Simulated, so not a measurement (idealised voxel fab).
process module | voxel wiring stack
cross-section cut | 290 nm wide | cells 5 nm
A cross-section is a grid of square cells, given in bands from the top down. A band is one or more rows of cells.
Each band's line starts with the height of the band's top and of its bottom, in nm. Then come its materials from left to right, each with its width in nm. One material with "throughout" fills the band from edge to edge. "air" is empty space.
Height 0 is the level under which the wafer as received is all one material. The lowest band goes on downwards, as in "0 down".
A width such as "30 to 40" changes by the same amount from each row of cells to the next, from the band's top row to its bottom row.
"no change" after a step means that no cell of the cross-section changed.
closed voids: empty space of 8 cells or more with no open way to the top, each as width x height at its distance from the left edge, in nm
after a step's settings: what the simulator itself notes on the step
overlay nm, on a step with a mask: how far to the right of its planned place the mask lay; to the left if negative
plan
1 op RECEIVE | material Si
2 op CONFORMAL_DEP | material SiO2 | thk nm 10
3 op DIRECTIONAL_DEP | material TiN | thk nm 5
4 op DIRECTIONAL_DEP | material W | thk nm 20
5 op MASKED_ETCH | tone cover | mask id METAL_1 | width nm 25 | pitch nm 45 | etch materials W | depth nm 20 | overlay nm 0
6 op MASKED_ETCH | tone cover | mask id METAL_1 | width nm 25 | pitch nm 45 | etch materials TiN | depth nm 5 | overlay nm 0
7 op FILL_DEP | material lowk | thk nm 5
8 op CMP | height nm 35
9 op CONFORMAL_DEP | material SiCN | thk nm 5
10 op DIRECTIONAL_DEP | material lowk | thk nm 30
11 op DIRECTIONAL_DEP | material aC | thk nm 10
12 op PATTERN | tone open | mask id METAL_2_HOLES | material resist | width nm 15 | thk nm 30 | overlay nm 0
13 op DIRECTIONAL_ETCH | etch materials aC | depth nm 5
14 op STRIP | etch materials resist
15 op DIRECTIONAL_ETCH | etch materials lowk | depth nm 30
16 op STRIP | etch materials aC
17 op MASKED_ETCH | tone open | mask id METAL_2 | width nm 25 | pitch nm 45 | etch materials lowk | depth nm 15 | overlay nm 0
18 op MASKED_ETCH | tone open | mask id METAL_2 | width nm 25 | pitch nm 45 | etch materials SiCN | depth nm 5 | overlay nm 0
19 op CONFORMAL_DEP | material TiN | thk nm 5
20 op FILL_DEP | material Ru | thk nm 10
21 op CMP | height nm 70
22 op CONFORMAL_DEP | material SiN | thk nm 5
varied across the wafers: depth nm of step 13. The plan shows the first wafer's value. All wafers start alike
first wafer as received, after step 1
  0 down: Si throughout
  closed voids: none
first wafer at the end, after step 22
  75 to 70: SiN throughout
  70 to 60: lowk 110 | TiN 5 | Ru 15 | TiN 5 | lowk 20 | TiN 5 | Ru 15 | TiN 5 | lowk 110
  60 to 55: lowk 110 | TiN 25 | lowk 20 | TiN 25 | lowk 110
  55 to 40: lowk throughout
  40 to 35: SiCN throughout
  35 to 15: lowk 110 | W 25 | lowk 20 | W 25 | lowk 110
  15 to 10: lowk 110 | TiN 25 | lowk 20 | TiN 25 | lowk 110
  10 to 0: SiO2 throughout
  0 down: Si throughout
  closed voids: none
last wafer at the end
  75 to 70: SiN throughout
  70 to 60: lowk 110 | TiN 5 | Ru 15 | TiN 5 | lowk 20 | TiN 5 | Ru 15 | TiN 5 | lowk 110
  60 to 55: lowk 110 | TiN 5 | Ru 5 | TiN 15 | lowk 20 | TiN 25 | lowk 110
  55 to 40: lowk 110 | TiN 5 | Ru 5 | TiN 5 | lowk 165
  40 to 35: SiCN 110 | TiN 15 | SiCN 165
  35 to 15: lowk 110 | W 25 | lowk 20 | W 25 | lowk 110
  15 to 10: lowk 110 | TiN 25 | lowk 20 | TiN 25 | lowk 110
  10 to 0: SiO2 throughout
  0 down: Si throughout
  closed voids: none
each wafer at the end: cells of each material gained (+) or lost (-) since it was received, then its closed voids
depth nm 5 | +12 Ru | +58 SiCN | +58 SiN | +116 SiO2 | +28 TiN | +40 W | +558 lowk | closed voids: none
depth nm 10 | +16 Ru | +55 SiCN | +58 SiN | +116 SiO2 | +36 TiN | +40 W | +549 lowk | closed voids: none
depth nm 15 | +16 Ru | +55 SiCN | +58 SiN | +116 SiO2 | +36 TiN | +40 W | +549 lowk | closed voids: none
depth nm 20 | +16 Ru | +55 SiCN | +58 SiN | +116 SiO2 | +36 TiN | +40 W | +549 lowk | closed voids: none
depth nm 25 | +16 Ru | +55 SiCN | +58 SiN | +116 SiO2 | +36 TiN | +40 W | +549 lowk | closed voids: none
